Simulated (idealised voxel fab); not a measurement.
The process module presented herein is designated voxel self aligned contacts.
Pictured: cross-section cut, 195 nm wide, on a grid of 5 nm square cells.
When this document writes out a cross-section, it uses a grid of square cells and lists it as bands, beginning at the top and moving down, with a band standing for one or more rows of cells.
Top height, bottom height, nm. Materials left to right, width each, nm. Single material + "all across" = fills band edge to edge. "blank" = empty.
Where do heights start? At 0: under that level the wafer as delivered is made of one material only. And the lowest band has no floor; it just carries on downward, as in "top 0, no bottom".
Width: "30..40" (first number = top row, second number = bottom row, same change from row to row of cells).
A step reported as "no alterations made" is a step in which no cell of the cross-section changed.
Empty spaces without an open route to the top, at least 8 cells in extent, make up the entry "Fully sealed cavities"; each is given as width x height at distance, where the distance is measured from the left edge, and all are in nm.
What comes after the settings on a step's line is commentary from the simulator itself on that step.
Regarding "overlay nm": on a step with a mask, it is the distance the mask lay to the right of its planned place; a negative value places it to the left.
[Listed below are the process steps as planned]
1,RECEIVE (material Si)
2,OXIDIZE (depth nm 5)
3,DIRECTIONAL_DEP (material polySi; thk nm 20)
4,DIRECTIONAL_DEP (material SiN; thk nm 20)
5,MASKED_ETCH (tone cover; mask id GATE; width nm 35; pitch nm 65; etch materials SiN; depth nm 20; overlay nm 0)
6,MASKED_ETCH (tone cover; mask id GATE; width nm 35; pitch nm 65; etch materials polySi; depth nm 20; overlay nm 0)
7,CONFORMAL_DEP (material SiN; thk nm 5)
8,DIRECTIONAL_ETCH (etch materials SiN; depth nm 5)
9,FILL_DEP (material SiO2; thk nm 20)
10,CMP (height nm 50)
11,MASKED_ETCH (tone open; mask id CONTACT; width nm 50; etch materials SiO2; depth nm 55; overlay nm 0)
12,CONFORMAL_DEP (material TiN; thk nm 5)
13,FILL_DEP (material W; thk nm 10)
14,CMP (height nm 50)
15,CONFORMAL_DEP (material SiCN; thk nm 5)
[Below: the first of two wafers, run as planned]
[Wafer at receipt (post step 1), cross-section]
	top 0, no bottom: Si all across
	Fully sealed cavities: none
[After step 2, in cross-section]
	top 0, bottom -5: SiO2 all across
	Anything lower than -5 is untouched.
[After step 3, in cross-section]
	top 20, bottom 0: polySi all across
	Anything lower than 0 is untouched.
[After step 4, in cross-section]
	top 40, bottom 20: SiN all across
	Anything lower than 20 is untouched.
[After step 5, in cross-section]
	top 40, bottom 20: blank 45, then SiN 35, then blank 30, then SiN 35, then blank 50
	Anything lower than 20 is untouched.
[After step 6, in cross-section]
	top 40, bottom 20: blank 45, then SiN 35, then blank 30, then SiN 35, then blank 50
	top 20, bottom 0: blank 45, then polySi 35, then blank 30, then polySi 35, then blank 50
	Anything lower than 0 is untouched.
[After step 7, in cross-section]
	top 45, bottom 20: blank 40, then SiN 45, then blank 20, then SiN 45, then blank 45
	top 20, bottom 5: blank 40, then SiN 5, then polySi 35, then SiN 5, then blank 20, then SiN 5, then polySi 35, then SiN 5, then blank 45
	top 5, bottom 0: SiN 45, then polySi 35, then SiN 30, then polySi 35, then SiN 50
	Anything lower than 0 is untouched.
[After step 8, in cross-section]
	top 40, bottom 20: blank 40, then SiN 45, then blank 20, then SiN 45, then blank 45
	top 20, bottom 0: blank 40, then SiN 5, then polySi 35, then SiN 5, then blank 20, then SiN 5, then polySi 35, then SiN 5, then blank 45
	Anything lower than 0 is untouched.
[After step 9, in cross-section]
	top 60, bottom 40: SiO2 all across
	top 40, bottom 20: SiO2 40, then SiN 45, then SiO2 20, then SiN 45, then SiO2 45
	top 20, bottom 0: SiO2 40, then SiN 5, then polySi 35, then SiN 5, then SiO2 20, then SiN 5, then polySi 35, then SiN 5, then SiO2 45
	Anything lower than 0 is untouched.
[After step 10, in cross-section]
	top 50, bottom 40: SiO2 all across
	Anything lower than 40 is untouched.
[After step 11, in cross-section]
	top 50, bottom 40: SiO2 70, then blank 50, then SiO2 75
	top 40, bottom 20: SiO2 40, then SiN 45, then blank 20, then SiN 45, then SiO2 45
	top 20, bottom 0: SiO2 40, then SiN 5, then polySi 35, then SiN 5, then blank 20, then SiN 5, then polySi 35, then SiN 5, then SiO2 45
	top 0, bottom -5: SiO2 85, then blank 20, then SiO2 90
	Anything lower than -5 is untouched.
[After step 12, in cross-section]
	top 55, bottom 50: TiN 75, then blank 40, then TiN 80
	top 50, bottom 40: SiO2 70, then TiN 5..20, then blank 40..10, then TiN 5..20, then SiO2 75
	top 40, bottom 20: SiO2 40, then SiN 45, then TiN 5, then blank 10, then TiN 5, then SiN 45, then SiO2 45
	top 20, bottom 0: SiO2 40, then SiN 5, then polySi 35, then SiN 5, then TiN 5, then blank 10, then TiN 5, then SiN 5, then polySi 35, then SiN 5, then SiO2 45
	top 0, bottom -5: SiO2 85, then TiN 20, then SiO2 90
	Anything lower than -5 is untouched.
[After step 13, in cross-section]
	top 65, bottom 55: W all across
	top 55, bottom 50: TiN 75, then W 40, then TiN 80
	top 50, bottom 40: SiO2 70, then TiN 5..20, then W 40..10, then TiN 5..20, then SiO2 75
	top 40, bottom 20: SiO2 40, then SiN 45, then TiN 5, then W 10, then TiN 5, then SiN 45, then SiO2 45
	top 20, bottom 0: SiO2 40, then SiN 5, then polySi 35, then SiN 5, then TiN 5, then W 10, then TiN 5, then SiN 5, then polySi 35, then SiN 5, then SiO2 45
	Anything lower than 0 is untouched.
[After step 14, in cross-section]
	top 50, bottom 40: SiO2 70, then TiN 5..20, then W 40..10, then TiN 5..20, then SiO2 75
	Anything lower than 40 is untouched.
[After step 15, in cross-section]
	top 55, bottom 50: SiCN all across
	Anything lower than 50 is untouched.
[The Second Wafer: Common Origin and Plan, One Mistake in Execution, Identical to the First Through Step 6]
Cross-section: second wafer, time at which step 7 was scheduled to end: no alterations made
[Cross-section: second wafer, time at which step 8 was scheduled to end]
	top 35, bottom 20: blank 45, then SiN 35, then blank 30, then SiN 35, then blank 50
	Anything lower than 20 is untouched.
[Cross-section: second wafer, time at which step 9 was scheduled to end]
	top 55, bottom 35: SiO2 all across
	top 35, bottom 20: SiO2 45, then SiN 35, then SiO2 30, then SiN 35, then SiO2 50
	top 20, bottom 0: SiO2 45, then polySi 35, then SiO2 30, then polySi 35, then SiO2 50
	Anything lower than 0 is untouched.
[Cross-section: second wafer, time at which step 10 was scheduled to end]
	top 50, bottom 35: SiO2 all across
	Anything lower than 35 is untouched.
[Cross-section: second wafer, time at which step 11 was scheduled to end]
	top 50, bottom 35: SiO2 70, then blank 50, then SiO2 75
	top 35, bottom 20: SiO2 45, then SiN 35, then blank 30, then SiN 35, then SiO2 50
	top 20, bottom 0: SiO2 45, then polySi 35, then blank 30, then polySi 35, then SiO2 50
	top 0, bottom -5: SiO2 80, then blank 30, then SiO2 85
	Anything lower than -5 is untouched.
[Cross-section: second wafer, time at which step 12 was scheduled to end]
	top 55, bottom 50: TiN 75, then blank 40, then TiN 80
	top 50, bottom 40: SiO2 70, then TiN 5, then blank 40, then TiN 5, then SiO2 75
	top 40, bottom 35: SiO2 70, then TiN 15, then blank 20, then TiN 15, then SiO2 75
	top 35, bottom 20: SiO2 45, then SiN 35, then TiN 5, then blank 20, then TiN 5, then SiN 35, then SiO2 50
	top 20, bottom 0: SiO2 45, then polySi 35, then TiN 5, then blank 20, then TiN 5, then polySi 35, then SiO2 50
	top 0, bottom -5: SiO2 80, then TiN 30, then SiO2 85
	Anything lower than -5 is untouched.
[Cross-section: second wafer, time at which step 13 was scheduled to end]
	top 65, bottom 55: W all across
	top 55, bottom 50: TiN 75, then W 40, then TiN 80
	top 50, bottom 40: SiO2 70, then TiN 5, then W 40, then TiN 5, then SiO2 75
	top 40, bottom 35: SiO2 70, then TiN 15, then W 20, then TiN 15, then SiO2 75
	top 35, bottom 20: SiO2 45, then SiN 35, then TiN 5, then W 20, then TiN 5, then SiN 35, then SiO2 50
	top 20, bottom 0: SiO2 45, then polySi 35, then TiN 5, then W 20, then TiN 5, then polySi 35, then SiO2 50
	Anything lower than 0 is untouched.
[Cross-section: second wafer, time at which step 14 was scheduled to end]
	top 50, bottom 40: SiO2 70, then TiN 5, then W 40, then TiN 5, then SiO2 75
	Anything lower than 40 is untouched.
[Cross-section: second wafer, time at which step 15 was scheduled to end]
	top 55, bottom 50: SiCN all across
	Anything lower than 50 is untouched.
Plan not followed: step 7 of the plan never got run, it was skipped over
FYI, end of process, the second wafer has more or fewer cells of some materials than the first: 46 fewer of SiN, 24 more of SiO2, 22 more of W
